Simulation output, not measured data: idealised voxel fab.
The following is a process module called voxel self aligned contacts.
The figure presents cross-section cut, which has a width of 210 nm and is divided into square cells with an edge length of 5 nm.
Cross-section = grid of square cells, listed top down in bands; band = one or more rows.
A band entry consists of two parts. The first gives the height of the band's top and the height of its bottom, in nm. The rest lists the band's materials from left to right, each with its width in nm. A single material labelled with the word "full width" fills the band from edge to edge, and the word "air" marks empty space.
Note: height 0 marks the level under which the wafer is uniformly one material as received. Lowest band unbounded below, written "0 -> down".
Top row gets the first number, bottom row gets the second, and each row in between changes by the same step: that is how a band width like "30->40" works.
The designation "same as before", where it is given for a processing step, indicates that no cell of the cross-section was altered in the course of that step.
This entry, "Fully closed voids", enumerates those empty regions of no fewer than 8 cells that possess no open connection to the top. Each region is reported in the form width x height at distance, the distance being taken from the left edge, with all three quantities expressed in nm.
The remark found on a step's line after its settings is issued by the simulator itself and pertains to that step.
overlay nm: how far to the right of its planned place the mask lay on this masked step (negative: to the left).
## Process steps (planned)
1 RECEIVE,material Si
2 OXIDIZE,depth nm 5
3 DIRECTIONAL_DEP,material polySi,thk nm 25
4 DIRECTIONAL_DEP,material SiN,thk nm 20
5 PATTERN,tone cover,mask id GATE,material resist,width nm 30,pitch nm 55,thk nm 15,overlay nm 0
6 DIRECTIONAL_ETCH,etch materials SiN,depth nm 10
7 DIRECTIONAL_ETCH,etch materials polySi,depth nm 25
8 STRIP,etch materials resist
9 CONFORMAL_DEP,material SiN,thk nm 5
10 DIRECTIONAL_ETCH,etch materials SiN,depth nm 5
11 FILL_DEP,material SiO2,thk nm 15
12 CMP,height nm 55
13 PATTERN,tone open,mask id CONTACT,material resist,width nm 35,pitch nm 55,thk nm 15,overlay nm 0
14 DIRECTIONAL_ETCH,etch materials SiO2,depth nm 60
15 STRIP,etch materials resist
16 CONFORMAL_DEP,material TiN,thk nm 5
17 FILL_DEP,material W,thk nm 10
18 CMP,height nm 55
19 CONFORMAL_DEP,material SiCN,thk nm 5
For clarity, it should be stated that the wafers under discussion commence in an identical condition and differ with respect to the depth nm of step 6, the plan indicating the value that the first wafer had.
## The first of several wafers in cross-section, exactly as it reached us after step 1
- 0 -> down = Si full width
- Fully closed voids: none
## Where each wafer stands at the end of the module, a row apiece: cells of each material gained (+) or lost (-) since it was received, then closed voids
depth nm 10; -42 Si; +42 SiCN; +132 SiN; +122 SiO2; +26 TiN; +14 W; +210 polySi; Fully closed voids: none
depth nm 15; -42 Si; +42 SiCN; +114 SiN; +134 SiO2; +30 TiN; +16 W; +210 polySi; Fully closed voids: none
depth nm 20; -42 Si; +42 SiCN; +126 SiN; +200 SiO2; +58 TiN; +30 W; +90 polySi; Fully closed voids: none
depth nm 25; -42 Si; +42 SiCN; +126 SiN; +200 SiO2; +58 TiN; +30 W; +90 polySi; Fully closed voids: none
depth nm 30; -42 Si; +42 SiCN; +126 SiN; +200 SiO2; +58 TiN; +30 W; +90 polySi; Fully closed voids: none
depth nm 35; -42 Si; +42 SiCN; +126 SiN; +200 SiO2; +58 TiN; +30 W; +90 polySi; Fully closed voids: none
